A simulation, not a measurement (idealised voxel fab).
process module | voxel ribs on slabs
cross-section cut | 255 nm wide | cells 5 nm
A cross-section is a grid of square cells, given in bands from the top down. A band is one or more rows of cells.
Each band's line starts with the height of the band's top and of its bottom, in nm. Then come its materials from left to right, each with its width in nm. One material with "throughout" fills the band from edge to edge. "air" is empty space.
Height 0 is the level under which the wafer as received is all one material. The lowest band goes on downwards, as in "0 down".
A width such as "30 to 40" changes by the same amount from each row of cells to the next, from the band's top row to its bottom row.
"no change" after a step means that no cell of the cross-section changed.
closed voids: empty space of 8 cells or more with no open way to the top, each as width x height at its distance from the left edge, in nm
after a step's settings: what the simulator itself notes on the step
overlay nm, on a step with a mask: how far to the right of its planned place the mask lay; to the left if negative
plan
1 op RECEIVE | material Si
2 op DIRECTIONAL_DEP | material SiO2 | thk nm 20
3 op DIRECTIONAL_DEP | material SiN | thk nm 20
4 op DIRECTIONAL_DEP | material aC | thk nm 10
5 op PATTERN | tone cover | mask id RIB | material resist | width nm 15 | thk nm 25 | overlay nm 0
6 op DIRECTIONAL_ETCH | etch materials aC | depth nm 10
7 op STRIP | etch materials resist
8 op DIRECTIONAL_ETCH | etch materials SiN | depth nm 10
9 op STRIP | etch materials aC
10 op PATTERN | tone cover | mask id SLAB | material resist | width nm 75 | thk nm 20 | overlay nm 0
11 op DIRECTIONAL_ETCH | etch materials SiN | depth nm 10
12 op STRIP | etch materials resist
13 op FILL_DEP | material SiO2 | thk nm 20
14 op CMP | height nm 50
15 op DIRECTIONAL_DEP | material W | thk nm 10
16 op MASKED_ETCH | tone cover | mask id HEATER | width nm 25 | etch materials W | depth nm 10 | overlay nm 0
17 op CONFORMAL_DEP | material SiO2 | thk nm 5
as received, after step 1
  0 down: Si throughout
  closed voids: none
a wafer at the end: this start, this plan, one mistake
  65 to 60: air 110 | SiO2 40 | air 105
  60 to 55: air 110 | SiO2 5 | W 30 | SiO2 5 | air 105
  55 to 50: SiO2 115 | W 30 | SiO2 110
  50 to 40: SiO2 throughout
  40 to 30: SiO2 120 | SiN 15 | SiO2 120
  30 to 20: SiO2 90 | SiN 75 | SiO2 90
  20 to 0: SiO2 throughout
  0 down: Si throughout
  closed voids: none
what went wrong: step 16 ran as: op MASKED_ETCH | tone cover | mask id HEATER | width nm 30 | etch materials W | depth nm 10 | overlay nm 0
